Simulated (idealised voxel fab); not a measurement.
Presented below is a process module, voxel gate over fins.
cross-section cut | 245 nm wide | cells 5 nm
Think of the cross-section as a grid of square cells. We describe it in bands, top to bottom, and each band covers one or more rows of those cells.
In this notation a band is specified by the heights of its top and bottom, in that order and in nm, after which its materials appear from left to right, each paired with its width in nm. The word "all across" attached to a single material means that material fills the band from edge to edge; the word "air" stands for empty space.
Beneath 0, the wafer as received is one material, and that level is where height counting begins. The lowest band goes on downward without a bottom; it is written like "0 down".
The notation "30 to 40" denotes a width that varies across the rows of cells in the band, beginning at the first number in the top row, finishing at the second number in the bottom row, and changing by an identical amount from each row to the next.
Take "no change occurred" at face value: in the step it is given for, the cross-section changed in none of its cells.
Look at "Voids, sealed" for the closed voids: empty spaces with no open path to the top, sized 8 cells or up. Each is width x height at distance, distance from the left edge, all nm.
Post-settings text on a step line: simulator's own remark regarding the step.
For masked steps, "overlay nm" on the step line gives how far right of plan the mask actually lay; a minus sign means it lay to the left.
So here's the lineup of process steps we planned:
1 RECEIVE [material Si]
2 CONFORMAL_DEP [material SiN] [thk nm 5]
3 PATTERN [tone cover] [mask id FINS] [material resist] [width nm 15] [pitch nm 35] [thk nm 20] [overlay nm 0]
4 DIRECTIONAL_ETCH [etch materials SiN] [depth nm 5]
5 DIRECTIONAL_ETCH [etch materials Si] [depth nm 30]
6 STRIP [etch materials resist]
7 FILL_DEP [material SiO2] [thk nm 10]
8 CMP [height nm 5]
9 SELECTIVE_ETCH [etch materials SiO2] [depth nm 20]
10 STRIP [etch materials SiN]
11 CONFORMAL_DEP [material HfO2] [thk nm 5]
12 CONFORMAL_DEP [material TiN] [thk nm 5]
13 CONFORMAL_DEP [material TiAl] [thk nm 5]
14 CONFORMAL_DEP [material TiN] [thk nm 5]
15 FILL_DEP [material W] [thk nm 15]
16 CMP [height nm 30]
17 CONFORMAL_DEP [material SiCN] [thk nm 5]
Cross-section of the wafer at receipt, which is the condition after step 1:
	0 down: Si all across
	Voids, sealed: none
Cross-sectional image of the first of two wafers at the end of the module, the run having proceeded as planned:
	35 to 30: SiCN all across
	30 to 20: W all across
	20 to 15: 75 nm W, 90 nm TiN, 80 nm W
	15 to 10: 75 nm W, 5 nm TiN, 80 nm TiAl, 5 nm TiN, 80 nm W
	10 to 5: 75 nm W, 5 nm TiN, 5 nm TiAl, 70 nm TiN, 5 nm TiAl, 5 nm TiN, 80 nm W
	5 to 0: 80 nm TiN, 5 nm TiAl, 5 nm TiN, 25 nm HfO2, 10 nm TiN, 25 nm HfO2, 5 nm TiN, 5 nm TiAl, 85 nm TiN
	0 to -5: 85 nm TiAl, 5 nm TiN, 5 nm HfO2, 15 nm Si, 5 nm HfO2, 10 nm TiN, 5 nm HfO2, 15 nm Si, 5 nm HfO2, 5 nm TiN, 90 nm TiAl
	-5 to -10: 90 nm TiN, 5 nm HfO2, 15 nm Si, 5 nm HfO2, 10 nm TiN, 5 nm HfO2, 15 nm Si, 5 nm HfO2, 95 nm TiN
	-10 to -15: 95 nm HfO2, 15 nm Si, 20 nm HfO2, 15 nm Si, 100 nm HfO2
	-15 to -30: 95 nm SiO2, 15 nm Si, 20 nm SiO2, 15 nm Si, 100 nm SiO2
	-30 down: Si all across
	Voids, sealed: none
Second of two wafers, module complete, sectioned: it shares the first wafer's start and plan but was run with one mistake:
	35 to 30: SiCN all across
	30 to 20: W all across
	20 to 15: 75 nm W, 90 nm TiN, 80 nm W
	15 to 10: 75 nm W, 5 nm TiN, 80 nm TiAl, 5 nm TiN, 80 nm W
	10 to 5: 75 nm W, 5 nm TiN, 5 nm TiAl, 70 nm TiN, 5 nm TiAl, 5 nm TiN, 80 nm W
	5 to 0: 80 nm TiN, 5 nm TiAl, 5 nm TiN, 25 nm HfO2, 10 nm TiN, 25 nm HfO2, 5 nm TiN, 5 nm TiAl, 85 nm TiN
	0 to -5: 85 nm TiAl, 5 nm TiN, 5 nm HfO2, 15 nm Si, 5 nm HfO2, 10 nm TiN, 5 nm HfO2, 15 nm Si, 5 nm HfO2, 5 nm TiN, 90 nm TiAl
	-5 to -10: 90 nm TiN, 5 nm HfO2, 15 nm Si, 5 nm HfO2, 10 nm TiN, 5 nm HfO2, 15 nm Si, 5 nm HfO2, 95 nm TiN
	-10 to -15: 95 nm HfO2, 15 nm Si, 20 nm HfO2, 15 nm Si, 100 nm HfO2
	-15 to -60: 95 nm SiO2, 15 nm Si, 20 nm SiO2, 15 nm Si, 100 nm SiO2
	-60 down: Si all across
	Voids, sealed: none
Want to know what went wrong? heads up, step 5 of the plan got done twice
Heads up, by the end the second wafer has more or fewer cells of some materials compared to the first: 258 fewer of Si; 258 more of SiO2
